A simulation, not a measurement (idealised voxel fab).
The document below concerns the process module designated voxel gate over fins.
In the cross-section labelled cut, the width is 265 nm and each square cell is 5 nm.
For the purposes of this document, a cross-section shall be understood as a grid of square cells, specified as bands listed in top-to-bottom order, each band consisting of one or more rows of cells. Basically the band line says how high the top is and how high the bottom is, in nm, and then what's in it from left to right, every material with its width in nm. Empty space shows up as "air", and if a single material carries "throughout" it runs the full band edge to edge. Ref level 0: as-received wafer is one material below here. Bottom band extends down with no lower bound ("0..down"). So if you see something like "30..40" for the width, read it as the top row of the band sitting at the first number and the bottom row at the second, with every row in between moving by the same amount as the last. Step note "no alterations made" = no cross-section cell changed. The entry "Closed void inventory" lists the empty spaces that cover at least 8 cells and have no open path to the top. Each is written as width x height at distance, where the distance is measured from the left edge and all three values are in nm. Text after the settings on a step's line: the simulator's own remark on that step. Steps that use a mask can have "overlay nm" on their line. It says how far the mask sat to the right of where it was meant to be. Negative means to the left.

-- The planned process steps are enumerated hereunder
1 op RECEIVE | material Si
2 op CONFORMAL_DEP | material SiN | thk nm 5
3 op DIRECTIONAL_DEP | material aC | thk nm 15
4 op PATTERN | tone cover | mask id FINS | material resist | width nm 15 | pitch nm 40 | thk nm 35 | overlay nm 0
5 op DIRECTIONAL_ETCH | etch materials aC | depth nm 15
6 op STRIP | etch materials resist
7 op DIRECTIONAL_ETCH | etch materials SiN | depth nm 5
8 op DIRECTIONAL_ETCH | etch materials Si | depth nm 40
9 op STRIP | etch materials aC
10 op FILL_DEP | material SiO2 | thk nm 10
11 op CMP | height nm 5
12 op SELECTIVE_ETCH | etch materials SiO2 | depth nm 15
13 op STRIP | etch materials SiN
14 op CONFORMAL_DEP | material HfO2 | thk nm 5
15 op CONFORMAL_DEP | material TiN | thk nm 5
16 op FILL_DEP | material W | thk nm 15
17 op CMP | height nm 20
18 op CONFORMAL_DEP | material SiCN | thk nm 5

-- The following pertains to the first of two wafers, which was processed as planned

-- Cross-section of the wafer at receipt, which is the condition after step 1
- 0..down | Si throughout
- Closed void inventory: none

-- After step 2, in cross-section
- 5..0 | SiN throughout
- Under the height 0 nothing was changed.

-- After step 3, in cross-section
- 20..5 | aC throughout
- Under the height 5 nothing was changed.

-- After step 4, in cross-section
- 55..20 | 105 air; 15 resist; 25 air; 15 resist; 105 air
- Under the height 20 nothing was changed.

-- After step 5, in cross-section
- 40..20 | 105 air; 15 resist; 25 air; 15 resist; 105 air
- 20..5 | 105 air; 15 aC; 25 air; 15 aC; 105 air
- Under the height 5 nothing was changed.

-- After step 6, in cross-section
- 20..5 | 105 air; 15 aC; 25 air; 15 aC; 105 air
- Under the height 5 nothing was changed.

-- After step 7, in cross-section
- 20..5 | 105 air; 15 aC; 25 air; 15 aC; 105 air
- 5..0 | 105 air; 15 SiN; 25 air; 15 SiN; 105 air
- Under the height 0 nothing was changed.

-- After step 8, in cross-section
- 20..5 | 105 air; 15 aC; 25 air; 15 aC; 105 air
- 5..0 | 105 air; 15 SiN; 25 air; 15 SiN; 105 air
- 0..-40 | 105 air; 15 Si; 25 air; 15 Si; 105 air
- Under the height -40 nothing was changed.

-- After step 9, in cross-section
- 5..0 | 105 air; 15 SiN; 25 air; 15 SiN; 105 air
- Under the height 0 nothing was changed.

-- After step 10, in cross-section
- 15..5 | SiO2 throughout
- 5..0 | 105 SiO2; 15 SiN; 25 SiO2; 15 SiN; 105 SiO2
- 0..-40 | 105 SiO2; 15 Si; 25 SiO2; 15 Si; 105 SiO2
- Under the height -40 nothing was changed.

-- After step 11, in cross-section
- 5..0 | 105 SiO2; 15 SiN; 25 SiO2; 15 SiN; 105 SiO2
- Under the height 0 nothing was changed.

-- After step 12, in cross-section
- 5..0 | 105 air; 15 SiN; 25 air; 15 SiN; 105 air
- 0..-10 | 105 air; 15 Si; 25 air; 15 Si; 105 air
- Under the height -10 nothing was changed.

-- After step 13, in cross-section
- 0..-10 | 105 air; 15 Si; 25 air; 15 Si; 105 air
- Under the height -10 nothing was changed.

-- After step 14, in cross-section
- 5..0 | 100 air; 25 HfO2; 15 air; 25 HfO2; 100 air
- 0..-5 | 100 air; 5 HfO2; 15 Si; 5 HfO2; 15 air; 5 HfO2; 15 Si; 5 HfO2; 100 air
- -5..-10 | 105 HfO2; 15 Si; 25 HfO2; 15 Si; 105 HfO2
- Under the height -10 nothing was changed.

-- After step 15, in cross-section
- 10..5 | 95 air; 35 TiN; 5 air; 35 TiN; 95 air
- 5..0 | 95 air; 5 TiN; 25 HfO2; 5 TiN; 5 air; 5 TiN; 25 HfO2; 5 TiN; 95 air
- 0..-5 | 100 TiN; 5 HfO2; 15 Si; 5 HfO2; 15 TiN; 5 HfO2; 15 Si; 5 HfO2; 100 TiN
- Under the height -5 nothing was changed.

-- After step 16, in cross-section
- 25..10 | W throughout
- 10..5 | 95 W; 35 TiN; 5 W; 35 TiN; 95 W
- 5..0 | 95 W; 5 TiN; 25 HfO2; 5 TiN; 5 W; 5 TiN; 25 HfO2; 5 TiN; 95 W
- Under the height 0 nothing was changed.

-- After step 17, in cross-section
- 20..10 | W throughout
- Under the height 10 nothing was changed.

-- After step 18, in cross-section
- 25..20 | SiCN throughout
- Under the height 20 nothing was changed.

-- Wafer two. Same start, same plan, one slip in execution. Same as wafer one through step 10, inclusive

-- Second wafer shown in cross-section at the time step 11 was slated to end
- -5..-40 | 105 SiO2; 15 Si; 25 SiO2; 15 Si; 105 SiO2
- Under the height -40 nothing was changed.

-- Second wafer shown in cross-section at the time step 12 was slated to end
- -5..-20 | 105 air; 15 Si; 25 air; 15 Si; 105 air
- Under the height -20 nothing was changed.

Second wafer shown in cross-section at the time step 13 was slated to end: no alterations made

-- Second wafer shown in cross-section at the time step 14 was slated to end
- 0..-5 | 100 air; 25 HfO2; 15 air; 25 HfO2; 100 air
- -5..-15 | 100 air; 5 HfO2; 15 Si; 5 HfO2; 15 air; 5 HfO2; 15 Si; 5 HfO2; 100 air
- -15..-20 | 105 HfO2; 15 Si; 25 HfO2; 15 Si; 105 HfO2
- Under the height -20 nothing was changed.

-- Second wafer shown in cross-section at the time step 15 was slated to end
- 5..0 | 95 air; 35 TiN; 5 air; 35 TiN; 95 air
- 0..-5 | 95 air; 5 TiN; 25 HfO2; 5 TiN; 5 air; 5 TiN; 25 HfO2; 5 TiN; 95 air
- -5..-10 | 95 air; 5 TiN; 5 HfO2; 15 Si; 5 HfO2; 5 TiN; 5 air; 5 TiN; 5 HfO2; 15 Si; 5 HfO2; 5 TiN; 95 air
- -10..-15 | 100 TiN; 5 HfO2; 15 Si; 5 HfO2; 15 TiN; 5 HfO2; 15 Si; 5 HfO2; 100 TiN
- Under the height -15 nothing was changed.

-- Second wafer shown in cross-section at the time step 16 was slated to end
- 20..5 | W throughout
- 5..0 | 95 W; 35 TiN; 5 W; 35 TiN; 95 W
- 0..-5 | 95 W; 5 TiN; 25 HfO2; 5 TiN; 5 W; 5 TiN; 25 HfO2; 5 TiN; 95 W
- -5..-10 | 95 W; 5 TiN; 5 HfO2; 15 Si; 5 HfO2; 5 TiN; 5 W; 5 TiN; 5 HfO2; 15 Si; 5 HfO2; 5 TiN; 95 W
- Under the height -10 nothing was changed.

Second wafer shown in cross-section at the time step 17 was slated to end: no alterations made

-- Second wafer shown in cross-section at the time step 18 was slated to end
- 25..20 | SiCN throughout
- Under the height 20 nothing was changed.
Processing error: step 11 ran as: op CMP | height nm -5
Bottom line after processing is that, in cells, the second wafer is up or down on some materials versus the first: HfO2 +4, Si -6, SiO2 -94, TiN +4, W +92
